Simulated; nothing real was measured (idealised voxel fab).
voxel capacitor over wiring: a process module
The cross-section shown here is cut; it is 265 nm wide and divided into square cells measuring 5 nm on a side.
Cross-section spec: square-cell grid; bands listed top down; each band is one or more rows. Band: top and bottom heights (nm) first, top before bottom; then materials from left to right, widths in nm. "everywhere" marks a sole material filling the band edge to edge. "air" denotes empty space. For the purposes of this specification, 0 denotes the height below which the wafer in its as-received condition is composed wholly of one material, and the lowermost band, lacking a lower limit, extends downward without end, as expressed in "0 down". Top row gets the first number, bottom row gets the second, and each row in between changes by the same step: that is how a band width like "30->40" works. "all unchanged" for a step: no cell of the cross-section changed in that step. Sealed internal voids: empty space of 8 cells or more with no open way to the top, each as width x height at its distance from the left edge, in nm. Formally, on a step line, whatever follows the settings is a remark that the simulator itself makes on the step. overlay nm: for a step with a mask, the amount by which the mask lay right of where it was planned; a negative amount means left of it.
plan:
1) RECEIVE [material Si]
2) CONFORMAL_DEP [material SiO2] [thk nm 15]
3) CONFORMAL_DEP [material SiN] [thk nm 5]
4) DIRECTIONAL_DEP [material SiO2] [thk nm 25]
5) MASKED_ETCH [tone open] [mask id METAL_1] [width nm 30] [pitch nm 90] [etch materials SiO2] [depth nm 25] [overlay nm 0]
6) MASKED_ETCH [tone open] [mask id METAL_1] [width nm 30] [pitch nm 90] [etch materials SiN] [depth nm 5] [overlay nm 0]
7) CONFORMAL_DEP [material TiN] [thk nm 5]
8) FILL_DEP [material Cu] [thk nm 10]
9) CMP [height nm 45]
10) CONFORMAL_DEP [material SiCN] [thk nm 5]
11) DIRECTIONAL_DEP [material SiO2] [thk nm 15]
12) PATTERN [tone open] [mask id PLUG_1] [material resist] [width nm 15] [thk nm 15] [overlay nm 0]
13) DIRECTIONAL_ETCH [etch materials SiO2] [depth nm 15]
14) DIRECTIONAL_ETCH [etch materials SiCN] [depth nm 5]
15) STRIP [etch materials resist]
16) EPI [material Ru] [thk nm 10]
17) EPI [material Ru] [thk nm 10]
18) DIRECTIONAL_DEP [material TiN] [thk nm 5]
19) DIRECTIONAL_DEP [material HfO2] [thk nm 5]
20) DIRECTIONAL_DEP [material TiN] [thk nm 10]
21) PATTERN [tone cover] [mask id UPPER_PLATE] [material resist] [width nm 65] [thk nm 15] [overlay nm 0]
22) DIRECTIONAL_ETCH [etch materials TiN] [depth nm 10]
23) DIRECTIONAL_ETCH [etch materials HfO2] [depth nm 5]
24) STRIP [etch materials resist]
25) PATTERN [tone cover] [mask id LOWER_PLATE] [material resist] [width nm 75] [thk nm 15] [overlay nm -15]
26) DIRECTIONAL_ETCH [etch materials TiN] [depth nm 5]
27) STRIP [etch materials resist]
28) FILL_DEP [material SiO2] [thk nm 15]
29) CMP [height nm 95]
30) PATTERN [tone open] [mask id PLUG_2] [material resist] [width nm 15] [thk nm 20] [overlay nm 0]
31) DIRECTIONAL_ETCH [etch materials SiO2] [depth nm 10]
32) STRIP [etch materials resist]
33) CONFORMAL_DEP [material TiN] [thk nm 5]
34) FILL_DEP [material Cu] [thk nm 10]
35) CMP [height nm 95]
36) CONFORMAL_DEP [material SiN] [thk nm 5]
What sets these wafers apart? The overlay nm at step 25. They all start alike, and the plan carries the first wafer's value.
First of several wafers (as received, post step 1), cross-sectional view:
* 0 down: Si everywhere
* Sealed internal voids: none
For your reference, the table is organized with a row per wafer; each row reflects the wafer at the end of the module, indicating for each material the cells gained (+) or lost (-) since receipt, and thereafter its closed voids:
overlay nm -15, +41 Cu, +13 HfO2, +12 Ru, +50 SiCN, +94 SiN, +772 SiO2, +78 TiN, Sealed internal voids: none
overlay nm -10, +41 Cu, +13 HfO2, +12 Ru, +50 SiCN, +94 SiN, +772 SiO2, +78 TiN, Sealed internal voids: none
overlay nm -5, +41 Cu, +13 HfO2, +12 Ru, +50 SiCN, +94 SiN, +772 SiO2, +78 TiN, Sealed internal voids: none
overlay nm 0, +41 Cu, +13 HfO2, +12 Ru, +50 SiCN, +94 SiN, +772 SiO2, +78 TiN, Sealed internal voids: none
overlay nm 5, +41 Cu, +13 HfO2, +12 Ru, +50 SiCN, +94 SiN, +772 SiO2, +78 TiN, Sealed internal voids: none
overlay nm 10, +41 Cu, +13 HfO2, +12 Ru, +50 SiCN, +94 SiN, +772 SiO2, +78 TiN, Sealed internal voids: none
overlay nm 15, +41 Cu, +13 HfO2, +12 Ru, +50 SiCN, +94 SiN, +772 SiO2, +78 TiN, Sealed internal voids: none
